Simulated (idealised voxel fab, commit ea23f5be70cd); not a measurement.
This is a process module. Its name is voxel double patterning.
Shown is cross-section cut, with a width of 210 nm and square cells of size 5 nm.
Just so we're on the same page, the cross-sections are grids of square cells, and they're listed out in bands top to bottom, each band one or more rows deep.
Each band's line starts with the height of the band's top and of its bottom, in nm. Then come its materials from left to right, each with its width in nm. One material with "edge to edge" fills the band from edge to edge. "air" is empty space.
Basically, 0 is our baseline, since under it the wafer straight out of the box is all one material. The bottom band has no lower end and keeps on going down, so it looks like "0 down".
The expression "30->40" gives the width at the extremes of the band, the first number at its top row of cells and the second at its bottom row, with the width changing by equal amounts from each row to the next in between.
For the purposes of this document, the phrase "no modifications" attached to a step denotes that no cell within the cross-section was modified by that step.
What "Closed void register" gives you is every empty space of 8 cells or more that is cut off from the top. Each appears as width x height at distance, with the distance taken from the left edge and width, height and distance all in nm.
after a step's settings: what the simulator itself notes on the step
Regarding "overlay nm": on a step with a mask, it is the distance the mask lay to the right of its planned place; a negative value places it to the left.
## Planned step list for the process
1. RECEIVE (material Si)
2. CONFORMAL_DEP (material SiO2; thk nm 5)
3. DIRECTIONAL_DEP (material W; thk nm 20)
4. DIRECTIONAL_DEP (material SiN; thk nm 10)
5. DIRECTIONAL_DEP (material aC; thk nm 10)
6. PATTERN (tone open; mask id FIRST; material resist; width nm 15; pitch nm 50; thk nm 30; overlay nm 0)
7. DIRECTIONAL_ETCH (etch materials aC; depth nm 10)
8. STRIP (etch materials resist)
9. DIRECTIONAL_ETCH (etch materials SiN; depth nm 10)
10. STRIP (etch materials aC)
11. DIRECTIONAL_DEP (material aC; thk nm 15)
12. PATTERN (tone open; mask id SECOND; material resist; width nm 15; thk nm 35; overlay nm 0)
13. DIRECTIONAL_ETCH (etch materials aC; depth nm 15)
14. STRIP (etch materials resist)
15. DIRECTIONAL_ETCH (etch materials SiN; depth nm 10)
16. STRIP (etch materials aC)
17. DIRECTIONAL_ETCH (etch materials W; depth nm 20)
18. STRIP (etch materials SiN)
## Cross-section, incoming material, after step 1
0 down | Si edge to edge
Closed void register: none
## Run as planned - first of the two wafers cross-sectioned at the end of the module
25 to 5 | 70 of W; 15 of air; 10 of W; 15 of air; 10 of W; 15 of air; 75 of W
5 to 0 | SiO2 edge to edge
0 down | Si edge to edge
Closed void register: none
## End-of-module cross-section of the second wafer: identical starting point and process plan to the first, with one processing mistake
25 to 5 | 70 of W; 15 of air; 20 of W; 30 of air; 75 of W
5 to 0 | SiO2 edge to edge
0 down | Si edge to edge
Closed void register: none
Against the plan, the run slipped here: step 12 was run on a setting that differed from the plan, and what really ran there is PATTERN (tone open; mask id SECOND; material resist; width nm 15; thk nm 35; overlay nm 10)
In the final comparison it is observed that the number of cells assigned to each material is identical for the two wafers, whereas their placement is not.
